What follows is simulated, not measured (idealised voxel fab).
The following is a process module called voxel self aligned vias.
Displayed cross-section: cut, width of 235 nm, square cells sized 5 nm.
Bands, listed from the top down, are how a cross-section gets written in this document; the cross-section itself is a grid of square cells, and a band is one or more rows of them. A band entry consists of two parts. The first gives the height of the band's top and the height of its bottom, in nm. The rest lists the band's materials from left to right, each with its width in nm. A single material labelled with the word "all across" fills the band from edge to edge, and the word "blank" marks empty space. For the purposes of this specification, 0 denotes the height below which the wafer in its as-received condition is composed wholly of one material, and the lowermost band, lacking a lower limit, extends downward without end, as expressed in "0 and below". Per-row width for "30..40": begins at first number (top row of band), ends at second number (bottom row), increment between rows held constant. "nothing altered" means the step left every cell of the cross-section as it was. Sealed internal cavities: empty space of 8 cells or more with no open way to the top, each as width x height at its distance from the left edge, in nm. Where a step's line continues beyond its settings, the continuation is a remark by the simulator itself on that step. The line of a step may include "overlay nm". On a step with a mask, this value is how far to the right of its planned place the mask lay. A negative value means the mask lay to the left.
Set out below are the planned steps of the process:
1,RECEIVE,material Si
2,CONFORMAL_DEP,material SiO2,thk nm 10
3,CONFORMAL_DEP,material SiCN,thk nm 5
4,DIRECTIONAL_DEP,material lowk,thk nm 25
5,DIRECTIONAL_DEP,material aC,thk nm 15
6,PATTERN,tone open,mask id LINES,material resist,width nm 20,pitch nm 50,thk nm 35,overlay nm -15
7,DIRECTIONAL_ETCH,etch materials aC,depth nm 15
8,STRIP,etch materials resist
9,DIRECTIONAL_ETCH,etch materials lowk,depth nm 25
10,STRIP,etch materials aC
11,CONFORMAL_DEP,material TiN,thk nm 5
12,FILL_DEP,material Ru,thk nm 5
13,CMP,height nm 40
14,SELECTIVE_ETCH,etch materials W Ru TiN,depth nm 5
15,FILL_DEP,material SiN,thk nm 5
16,CMP,height nm 40
17,DIRECTIONAL_DEP,material lowk,thk nm 20
18,DIRECTIONAL_DEP,material aC,thk nm 15
19,PATTERN,tone open,mask id VIAS,material resist,width nm 30,thk nm 30,overlay nm 0
20,DIRECTIONAL_ETCH,etch materials aC,depth nm 15
21,STRIP,etch materials resist
22,DIRECTIONAL_ETCH,etch materials lowk,depth nm 20
23,DIRECTIONAL_ETCH,etch materials SiN,depth nm 5
24,STRIP,etch materials aC
25,CONFORMAL_DEP,material TiN,thk nm 5
26,FILL_DEP,material Ru,thk nm 5
27,CMP,height nm 60
28,CONFORMAL_DEP,material SiCN,thk nm 5
For this document, wafers share an identical start and vary in the step 6 overlay nm; the plan quotes the first wafer's value.
First wafer of several, as received: cross-section after step 1:
0 and below = Si all across
Sealed internal cavities: none
Post step 28, the closing step of the module: first of several wafers, cross-sectioned:
65 down to 60 = SiCN all across
60 down to 45 = lowk 75 / TiN 5 / Ru 20 / TiN 5 / lowk 130
45 down to 40 = lowk 75 / TiN 30 / lowk 130
40 down to 35 = lowk 65 / SiN 10 / TiN 10 / lowk 30 / SiN 20 / lowk 100
35 down to 20 = lowk 65 / TiN 5 / Ru 10 / TiN 5 / lowk 30 / TiN 5 / Ru 10 / TiN 5 / lowk 100
20 down to 15 = lowk 65 / TiN 20 / lowk 30 / TiN 20 / lowk 100
15 down to 10 = SiCN all across
10 down to 0 = SiO2 all across
0 and below = Si all across
Sealed internal cavities: none
Final wafer of several, shown in cross-section at the end of the module:
65 down to 60 = SiCN all across
60 down to 45 = lowk 75 / TiN 5 / Ru 20 / TiN 5 / lowk 130
45 down to 40 = lowk 75 / TiN 30 / lowk 130
40 down to 35 = lowk 95 / TiN 10 / SiN 10 / lowk 30 / SiN 20 / lowk 70
35 down to 20 = lowk 95 / TiN 5 / Ru 10 / TiN 5 / lowk 30 / TiN 5 / Ru 10 / TiN 5 / lowk 70
20 down to 15 = lowk 95 / TiN 20 / lowk 30 / TiN 20 / lowk 70
15 down to 10 = SiCN all across
10 down to 0 = SiO2 all across
0 and below = Si all across
Sealed internal cavities: none
Below, a row for every wafer. Read it as the end-of-module picture: for each material the wafer shows its cells gained (+) or lost (-) since it was received, and then its closed voids:
overlay nm -15; +24 Ru; +94 SiCN; +6 SiN; +94 SiO2; +34 TiN; +359 lowk; Sealed internal cavities: none
overlay nm -10; +25 Ru; +94 SiCN; +5 SiN; +94 SiO2; +34 TiN; +359 lowk; Sealed internal cavities: none
overlay nm -5; +26 Ru; +94 SiCN; +4 SiN; +94 SiO2; +34 TiN; +359 lowk; Sealed internal cavities: none
overlay nm 0; +26 Ru; +94 SiCN; +4 SiN; +94 SiO2; +34 TiN; +359 lowk; Sealed internal cavities: none
overlay nm 5; +26 Ru; +94 SiCN; +4 SiN; +94 SiO2; +34 TiN; +359 lowk; Sealed internal cavities: none
overlay nm 10; +25 Ru; +94 SiCN; +5 SiN; +94 SiO2; +34 TiN; +359 lowk; Sealed internal cavities: none
overlay nm 15; +24 Ru; +94 SiCN; +6 SiN; +94 SiO2; +34 TiN; +359 lowk; Sealed internal cavities: none
